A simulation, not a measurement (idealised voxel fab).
The document below concerns the process module designated voxel lift off.
Shown is cross-section cut, with a width of 270 nm and square cells of size 5 nm.
Cross-section layout: square cells on a grid; listed as bands, top to bottom; a band spans one or more cell rows. Band entry format. Leading values: height of top, height of bottom, nm. Remainder: materials in left-to-right order, each with its width in nm. Special words: "throughout" on a single material, which then fills the band edge to edge; "blank", empty space. Heads up on the height convention: 0 is the point under which the incoming wafer is all one material, and the lowest band has no bottom, it just keeps going down, like "0..down". So if you see something like "30->40" for the width, read it as the top row of the band sitting at the first number and the bottom row at the second, with every row in between moving by the same amount as the last. For the purposes of this document, the phrase "no alteration" attached to a step denotes that no cell within the cross-section was modified by that step. The list in "Voids, sealed" covers empty spaces of 8 cells or more that cannot reach the top through any open way, and it gives each as width x height at distance; the distance is from the left edge, and width, height and distance are in nm. Heads up: the bit after the settings on a step's line is the simulator's remark on that step. The optional step-line setting "overlay nm" applies to steps with a mask and quantifies how far to the right of its planned location the mask lay, a negative value indicating leftward placement.

## The process steps that were planned are listed below
1,RECEIVE | material Si
2,CONFORMAL_DEP | material SiO2 | thk nm 5
3,PATTERN | tone open | mask id LINES | material resist | width nm 25 | pitch nm 50 | thk nm 30 | overlay nm 0
4,DIRECTIONAL_DEP | material Ru | thk nm 15
5,STRIP | etch materials resist
6,CONFORMAL_DEP | material SiO2 | thk nm 10

## So this is the incoming wafer in cross-section - it's already been through step 1
    0..down = Si throughout
    Voids, sealed: none

## Post-module cross-section of the first of two wafers (run per plan)
    30..20 = 35 of blank; 45 of SiO2; 5 of blank; 45 of SiO2; 5 of blank; 45 of SiO2; 5 of blank; 45 of SiO2; 40 of blank
    20..15 = 35 of blank; 10 of SiO2; 25 of Ru; 10 of SiO2; 5 of blank; 10 of SiO2; 25 of Ru; 10 of SiO2; 5 of blank; 10 of SiO2; 25 of Ru; 10 of SiO2; 5 of blank; 10 of SiO2; 25 of Ru; 10 of SiO2; 40 of blank
    15..5 = 45 of SiO2; 25 of Ru; 25 of SiO2; 25 of Ru; 25 of SiO2; 25 of Ru; 25 of SiO2; 25 of Ru; 50 of SiO2
    5..0 = SiO2 throughout
    0..down = Si throughout
    Voids, sealed: none

## What the second wafer looks like in cross-section once the module is done. Its start and its plan matched the first wafer's exactly; what differed was one mistake in how it was run
    30..20 = 35 of blank; 45 of SiO2; 5 of blank; 45 of SiO2; 5 of blank; 45 of SiO2; 5 of blank; 45 of SiO2; 40 of blank
    20..15 = 35 of blank; 10 of SiO2; 25 of Ru; 10 of SiO2; 5 of blank; 10 of SiO2; 25 of Ru; 10 of SiO2; 5 of blank; 10 of SiO2; 25 of Ru; 10 of SiO2; 5 of blank; 10 of SiO2; 25 of Ru; 10 of SiO2; 40 of blank
    15..5 = 45 of SiO2; 25 of Ru; 25 of SiO2; 25 of Ru; 25 of SiO2; 25 of Ru; 25 of SiO2; 25 of Ru; 50 of SiO2
    5..0 = Ru throughout
    0..down = Si throughout
    Voids, sealed: none
Short version of what went wrong: so step 2 ended up running with a different setting than we planned, it ran as CONFORMAL_DEP | material Ru | thk nm 5
The second wafer ends with more or fewer cells of some materials than the first, per final count: +54 Ru | -54 SiO2
